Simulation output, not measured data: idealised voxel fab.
process module | voxel ribs on slabs
cross-section cut | 205 nm wide | cells 5 nm
A cross-section is a grid of square cells, given in bands from the top down. A band is one or more rows of cells.
Each band's line starts with the height of the band's top and of its bottom, in nm. Then come its materials from left to right, each with its width in nm. One material with "throughout" fills the band from edge to edge. "air" is empty space.
Height 0 is the level under which the wafer as received is all one material. The lowest band goes on downwards, as in "0 down".
A width such as "30 to 40" changes by the same amount from each row of cells to the next, from the band's top row to its bottom row.
"no change" after a step means that no cell of the cross-section changed.
closed voids: empty space of 8 cells or more with no open way to the top, each as width x height at its distance from the left edge, in nm
after a step's settings: what the simulator itself notes on the step
overlay nm, on a step with a mask: how far to the right of its planned place the mask lay; to the left if negative
plan
1 op RECEIVE | material Si
2 op DIRECTIONAL_DEP | material SiO2 | thk nm 25
3 op DIRECTIONAL_DEP | material polySi | thk nm 20
4 op PATTERN | tone cover | mask id RIB | material resist | width nm 30 | thk nm 20 | overlay nm 0
5 op DIRECTIONAL_ETCH | etch materials polySi | depth nm 10
6 op STRIP | etch materials resist
7 op MASKED_ETCH | tone cover | mask id SLAB | width nm 60 | etch materials polySi | depth nm 10 | overlay nm 0
8 op FILL_DEP | material SiO2 | thk nm 25
9 op CMP | height nm 60
10 op DIRECTIONAL_DEP | material TiN | thk nm 5
11 op PATTERN | tone cover | mask id HEATER | material resist | width nm 40 | thk nm 20 | overlay nm 0
12 op DIRECTIONAL_ETCH | etch materials TiN | depth nm 5
13 op STRIP | etch materials resist
14 op CONFORMAL_DEP | material SiO2 | thk nm 10
as received, after step 1
  0 down: Si throughout
  closed voids: none
first wafer at the end, as planned
  75 to 70: air 70 | SiO2 60 | air 75
  70 to 65: SiO2 throughout
  65 to 60: SiO2 80 | TiN 40 | SiO2 85
  60 to 45: SiO2 throughout
  45 to 35: SiO2 85 | polySi 30 | SiO2 90
  35 to 25: SiO2 70 | polySi 60 | SiO2 75
  25 to 0: SiO2 throughout
  0 down: Si throughout
  closed voids: none
second wafer at the end: like start, like plan, one mistake
  75 to 70: air 70 | SiO2 60 | air 75
  70 to 65: SiO2 throughout
  65 to 60: SiO2 80 | TiN 40 | SiO2 85
  60 to 45: TiN throughout
  45 to 35: TiN 85 | polySi 30 | TiN 90
  35 to 25: TiN 70 | polySi 60 | TiN 75
  25 to 0: SiO2 throughout
  0 down: Si throughout
  closed voids: none
what went wrong: step 8 ran as: op FILL_DEP | material TiN | thk nm 25
at the end the second wafer has, in cells: 251 fewer of SiO2 | 251 more of TiN
